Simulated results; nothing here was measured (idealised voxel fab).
Presented below is a process module, voxel released beams.
The width of the displayed cross-section, cut, is 165 nm; its cells are square, with a size of 5 nm.
Notation: cross-section as square-cell grid; stated in bands, top first, going down; one or more cell rows per band.
Quick guide to a band line: top height, bottom height (nm) up front; then every material left to right with its width in nm. Only one material and it's marked "edge to edge"? Then it fills the band edge to edge. And "air" just means empty space.
Basically, 0 is our baseline, since under it the wafer straight out of the box is all one material. The bottom band has no lower end and keeps on going down, so it looks like "0 -> down".
Read "30->40" as a graded width: first number on top, second number at the bottom, same change between each pair of neighbouring rows.
For the purposes of this document, the phrase "stayed the same" attached to a step denotes that no cell within the cross-section was modified by that step.
Enclosed voids (no open way to top), threshold 8 cells or more, entry "Enclosed cavity list", notation width x height at distance, distance from left edge, nm.
On a step's line, text after the settings is the simulator commenting on that step.
A step's line can hold "overlay nm"; with a mask on that step, the setting says how far right of the planned place the mask lay, while a negative setting says it lay to the left.

SET OUT BELOW ARE THE PLANNED STEPS OF THE PROCESS
step 1: RECEIVE,material Si
step 2: CONFORMAL_DEP,material SiN,thk nm 10
step 3: DIRECTIONAL_DEP,material SiO2,thk nm 20
step 4: PATTERN,tone open,mask id ANCHOR,material resist,width nm 30,thk nm 20,overlay nm 0
step 5: DIRECTIONAL_ETCH,etch materials SiO2,depth nm 20
step 6: STRIP,etch materials resist
step 7: CONFORMAL_DEP,material TiN,thk nm 10
step 8: MASKED_ETCH,tone cover,mask id BEAM,width nm 115,etch materials TiN,depth nm 10,overlay nm 0
step 9: STRIP,etch materials SiO2

CROSS-SECTIONAL VIEW OF THE WAFER IN ITS AS-RECEIVED CONDITION, CORRESPONDING TO THE STATE AFTER STEP 1
> 0 -> down = Si edge to edge
> Enclosed cavity list: none

RESULT OF THE MODULE, CROSS-SECTIONED: START PER ABOVE, PLAN PER ABOVE, ONE ERROR IN HOW IT WAS RUN
> 40 -> 35 = 20 nm air | 15 nm TiN | 10 nm air | 90 nm TiN | 30 nm air
> 35 -> 30 = 35 nm TiN | 10 nm air | 120 nm TiN
> 30 -> 20 = 25 nm SiO2 | 10 nm TiN | 10 nm air | 10 nm TiN | 110 nm SiO2
> 20 -> 10 = 25 nm SiO2 | 30 nm TiN | 110 nm SiO2
> 10 -> 0 = SiN edge to edge
> 0 -> down = Si edge to edge
> Enclosed cavity list: none
Heads up, the wafer didn't run the way we planned it: so step 8 ended up running with a different setting than we planned, it ran as MASKED_ETCH,tone cover,mask id BEAM,width nm 115,etch materials TiN,depth nm 5,overlay nm 0
